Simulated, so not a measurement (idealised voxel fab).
Herein follows the process module entitled voxel wiring stack.
In the cross-section labelled cut, the width is 155 nm and each square cell is 5 nm.
Cross-section layout: square cells on a grid; listed as bands, top to bottom; a band spans one or more cell rows. Heads up on the band format: heights come first, top then bottom, in nm. After that it's the materials left to right, each with its width in nm. A single material flagged "all across" fills the whole band edge to edge, and "air" means there's empty space there. Basically, 0 is our baseline, since under it the wafer straight out of the box is all one material. The bottom band has no lower end and keeps on going down, so it looks like "top 0, no bottom". So if you see something like "30..40" for the width, read it as the top row of the band sitting at the first number and the bottom row at the second, with every row in between moving by the same amount as the last. Key: "no change" - step with no changed cell in the cross-section. The list in "Fully sealed voids" covers empty spaces of 8 cells or more that cannot reach the top through any open way, and it gives each as width x height at distance; the distance is from the left edge, and width, height and distance are in nm. after a step's settings: what the simulator itself notes on the step. A step's line can hold "overlay nm"; with a mask on that step, the setting says how far right of the planned place the mask lay, while a negative setting says it lay to the left.

List of planned process steps
1. RECEIVE | material Si
2. CONFORMAL_DEP | material SiO2 | thk nm 15
3. DIRECTIONAL_DEP | material TiN | thk nm 5
4. DIRECTIONAL_DEP | material Ru | thk nm 20
5. PATTERN | tone cover | mask id METAL_1 | material resist | width nm 20 | pitch nm 35 | thk nm 15 | overlay nm 0
6. DIRECTIONAL_ETCH | etch materials Ru | depth nm 20
7. DIRECTIONAL_ETCH | etch materials TiN | depth nm 5
8. STRIP | etch materials resist
9. CONFORMAL_DEP | material SiN | thk nm 5
10. FILL_DEP | material SiO2 | thk nm 5
11. CMP | height nm 40
12. CONFORMAL_DEP | material SiCN | thk nm 5
13. DIRECTIONAL_DEP | material SiO2 | thk nm 10
14. PATTERN | tone open | mask id PLUG_1 | material resist | width nm 15 | pitch nm 70 | thk nm 15 | overlay nm 0
15. DIRECTIONAL_ETCH | etch materials SiO2 | depth nm 10
16. DIRECTIONAL_ETCH | etch materials SiCN | depth nm 5
17. STRIP | etch materials resist
18. CONFORMAL_DEP | material TiN | thk nm 5
19. FILL_DEP | material Cu | thk nm 5
20. CMP | height nm 55
21. CONFORMAL_DEP | material SiN | thk nm 5
22. DIRECTIONAL_DEP | material lowk | thk nm 25
23. DIRECTIONAL_DEP | material aC | thk nm 15
24. PATTERN | tone open | mask id METAL_2 | material resist | width nm 20 | pitch nm 35 | thk nm 30 | overlay nm 0
25. DIRECTIONAL_ETCH | etch materials aC | depth nm 15
26. STRIP | etch materials resist
27. DIRECTIONAL_ETCH | etch materials lowk | depth nm 25
28. DIRECTIONAL_ETCH | etch materials SiN | depth nm 5
29. STRIP | etch materials aC
30. CONFORMAL_DEP | material TiN | thk nm 5
31. FILL_DEP | material Cu | thk nm 10
32. CMP | height nm 85
33. EPI | material Ru | thk nm 5
34. FILL_DEP | material SiCN | thk nm 5
35. DIRECTIONAL_DEP | material SiO2 | thk nm 20
36. PATTERN | tone open | mask id PLUG_2 | material resist | width nm 15 | pitch nm 35 | thk nm 15 | overlay nm 0
37. DIRECTIONAL_ETCH | etch materials SiO2 | depth nm 20
38. DIRECTIONAL_ETCH | etch materials SiCN | depth nm 5
39. STRIP | etch materials resist
40. EPI | material Ru | thk nm 10
41. EPI | material Ru | thk nm 10
42. EPI | material Ru | thk nm 5
43. CONFORMAL_DEP | material SiN | thk nm 5
44. DIRECTIONAL_DEP | material lowk | thk nm 15
45. MASKED_ETCH | tone open | mask id METAL_3 | width nm 20 | pitch nm 35 | etch materials lowk | depth nm 15 | overlay nm 0
46. MASKED_ETCH | tone open | mask id METAL_3 | width nm 20 | pitch nm 35 | etch materials SiN | depth nm 5 | overlay nm 0
47. CONFORMAL_DEP | material TiN | thk nm 5
48. FILL_DEP | material Cu | thk nm 5
49. CMP | height nm 135
50. CONFORMAL_DEP | material SiN | thk nm 5

As-received state of the wafer in cross-section, equivalent to post-step 1
> top 0, no bottom = Si all across
> Fully sealed voids: none

Starting structure and process plan are as shown above, but one mistake was made in running the module; the wafer cross-section at the end of the module follows
> top 140, bottom 135 = SiN all across
> top 135, bottom 130 = SiN 30; TiN 20; SiN 15; TiN 20; SiN 15; TiN 20; SiN 35
> top 130, bottom 110 = SiO2 30; Ru 15; SiO2 20; Ru 15; SiO2 20; Ru 15; SiO2 40
> top 110, bottom 105 = SiCN 30; Ru 15; SiCN 20; Ru 15; SiCN 20; Ru 15; SiCN 40
> top 105, bottom 100 = Ru all across
> top 100, bottom 90 = Cu all across
> top 90, bottom 85 = TiN 35; Cu 10; TiN 25; Cu 10; TiN 25; Cu 10; TiN 40
> top 85, bottom 60 = lowk 30; TiN 5; Cu 10; TiN 5; lowk 15; TiN 5; Cu 10; TiN 5; lowk 15; TiN 5; Cu 10; TiN 5; lowk 35
> top 60, bottom 55 = SiN 30; TiN 20; SiN 15; TiN 20; SiN 15; TiN 20; SiN 35
> top 55, bottom 45 = SiO2 30; TiN 5; Cu 5; TiN 5; SiO2 55; TiN 5; Cu 5; TiN 5; SiO2 40
> top 45, bottom 40 = SiCN 30; TiN 15; SiCN 55; TiN 15; SiCN 40
> top 40, bottom 20 = SiO2 25; SiN 5; Ru 20; SiN 5; SiO2 5; SiN 5; Ru 20; SiN 5; SiO2 5; SiN 5; Ru 20; SiN 5; SiO2 30
> top 20, bottom 15 = SiN 30; TiN 20; SiN 15; TiN 20; SiN 15; TiN 20; SiN 35
> top 15, bottom 0 = SiO2 all across
> top 0, no bottom = Si all across
> Fully sealed voids: none
Where did the run depart from the plan? step 32 was dropped from the plan's execution and never run
